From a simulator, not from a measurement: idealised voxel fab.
Process module name: voxel ribs on slabs
The cross-section shown here is cut; it is 180 nm wide and divided into square cells measuring 5 nm on a side.
Each cross-section below is a grid of square cells, stated as bands in top-down order, with one or more rows of cells making up each band. Top, bottom (nm), then materials left to right with widths (nm); lone material tagged "throughout" fills the whole band edge to edge; "empty" = empty space. Where do heights start? At 0: under that level the wafer as delivered is made of one material only. And the lowest band has no floor; it just carries on downward, as in "0 down". The width entry "30..40" should be interpreted row by row: the top row of cells in the band takes the first number, the bottom row takes the second number, and the change between adjacent rows is uniform throughout. Take "left unchanged" at face value: in the step it is given for, the cross-section changed in none of its cells. The entry "Closed cavities" lists the empty spaces that cover at least 8 cells and have no open path to the top. Each is written as width x height at distance, where the distance is measured from the left edge and all three values are in nm. Anything after a step's settings on that line? It's the simulator's own note about the step. overlay nm: step with mask; distance mask lay right of planned place; negative value = left of planned place.
## Process steps (planned)
1 RECEIVE: material Si
2 DIRECTIONAL_DEP: material SiO2, thk nm 30
3 DIRECTIONAL_DEP: material SiN, thk nm 25
4 DIRECTIONAL_DEP: material aC, thk nm 15
5 PATTERN: tone cover, mask id RIB, material resist, width nm 25, thk nm 35, overlay nm 0
6 DIRECTIONAL_ETCH: etch materials aC, depth nm 5
7 STRIP: etch materials resist
8 DIRECTIONAL_ETCH: etch materials SiN, depth nm 5
9 STRIP: etch materials aC
10 PATTERN: tone cover, mask id SLAB, material resist, width nm 65, thk nm 15, overlay nm 0
11 DIRECTIONAL_ETCH: etch materials SiN, depth nm 20
12 STRIP: etch materials resist
13 FILL_DEP: material SiO2, thk nm 25
14 CMP: height nm 75
15 DIRECTIONAL_DEP: material TiN, thk nm 10
16 MASKED_ETCH: tone cover, mask id HEATER, width nm 35, etch materials TiN, depth nm 10, overlay nm 0
17 CONFORMAL_DEP: material SiN, thk nm 10
The depth nm used in step 6 is not the same on every wafer, whereas the starting condition is; the value printed in the plan is the first wafer's.
## After step 1, as received: first of several wafers, cross-section
- 0 down | Si throughout
- Closed cavities: none
## Every row in this table is a wafer at the end of the module, and it gives, for each of the materials, the cells that wafer has gained (+) or lost (-) since it was received, then its closed voids
depth nm 5 | +168 SiN | +452 SiO2 | +14 TiN | Closed cavities: none
depth nm 10 | +168 SiN | +452 SiO2 | +14 TiN | Closed cavities: none
depth nm 15 | +137 SiN | +483 SiO2 | +14 TiN | Closed cavities: none
depth nm 20 | +137 SiN | +483 SiO2 | +14 TiN | Closed cavities: none
depth nm 25 | +137 SiN | +483 SiO2 | +14 TiN | Closed cavities: none
depth nm 30 | +137 SiN | +483 SiO2 | +14 TiN | Closed cavities: none
